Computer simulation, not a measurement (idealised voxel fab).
Documented hereafter: the process module known as voxel air gaps.
Each square cell in cross-section cut measures 5 nm, and the section as a whole is 215 nm wide.
Reading order for cross-sections: top band down to bottom band. Underlying form: a grid of square cells. Band size: one or more rows of cells.
Basically the band line says how high the top is and how high the bottom is, in nm, and then what's in it from left to right, every material with its width in nm. Empty space shows up as "empty", and if a single material carries "throughout" it runs the full band edge to edge.
Height reference: 0 = level under which incoming wafer is all one material. Lowest band: no bottom, runs on downward, e.g. "0 down".
Top row gets the first number, bottom row gets the second, and each row in between changes by the same step: that is how a band width like "30->40" works.
It should be understood that the words "left unchanged", when stated for a given step, signify that the cross-section underwent no change in any of its cells during that step.
"Closed cavities" specifies each empty space that is not open to the top and that occupies no fewer than 8 cells, using the form width x height at distance, the distance measured from the left edge and all three quantities in nm.
That trailing text on a step's line, after the settings, is the simulator's own remark on the step.
The optional step-line setting "overlay nm" applies to steps with a mask and quantifies how far to the right of its planned location the mask lay, a negative value indicating leftward placement.
The following list gives the planned process steps
1,RECEIVE: material Si
2,CONFORMAL_DEP: material SiO2, thk nm 10
3,CONFORMAL_DEP: material SiN, thk nm 5
4,DIRECTIONAL_DEP: material SiO2, thk nm 35
5,DIRECTIONAL_DEP: material aC, thk nm 10
6,PATTERN: tone open, mask id LINES, material resist, width nm 25, pitch nm 55, thk nm 25, overlay nm 0
7,DIRECTIONAL_ETCH: etch materials aC, depth nm 10
8,STRIP: etch materials resist
9,DIRECTIONAL_ETCH: etch materials SiO2, depth nm 35
10,STRIP: etch materials aC
11,CONFORMAL_DEP: material TiN, thk nm 5
12,FILL_DEP: material Cu, thk nm 5
13,CMP: height nm 50
14,EPI: material Ru, thk nm 10
15,SELECTIVE_ETCH: etch materials SiO2, depth nm 45
16,CONFORMAL_DEP: material SiCN, thk nm 5
Incoming wafer in cross-section (state: after step 1)
- 0 down  Si throughout
- Closed cavities: none
End state of the module in cross-section, given the above starting point and plan and one mistake in execution
- 65 to 60  25 of empty / 165 of SiCN / 25 of empty
- 60 to 50  25 of empty / 5 of SiCN / 45 of Ru / 10 of SiCN / 45 of Ru / 10 of SiCN / 45 of Ru / 5 of SiCN / 25 of empty
- 50 to 20  25 of empty / 5 of SiCN / 10 of Ru / 5 of TiN / 15 of Cu / 5 of TiN / 10 of Ru / 10 of SiCN / 10 of Ru / 5 of TiN / 15 of Cu / 5 of TiN / 10 of Ru / 10 of SiCN / 10 of Ru / 5 of TiN / 15 of Cu / 5 of TiN / 10 of Ru / 5 of SiCN / 25 of empty
- 20 to 15  30 of SiCN / 10 of Ru / 25 of TiN / 10 of Ru / 10 of SiCN / 10 of Ru / 25 of TiN / 10 of Ru / 10 of SiCN / 10 of Ru / 25 of TiN / 10 of Ru / 30 of SiCN
- 15 to 10  SiN throughout
- 10 to 0  SiO2 throughout
- 0 down  Si throughout
- Closed cavities: none
What was done differently from what was planned? step 15 occupied the plan position of step 14, and the converse holds as well
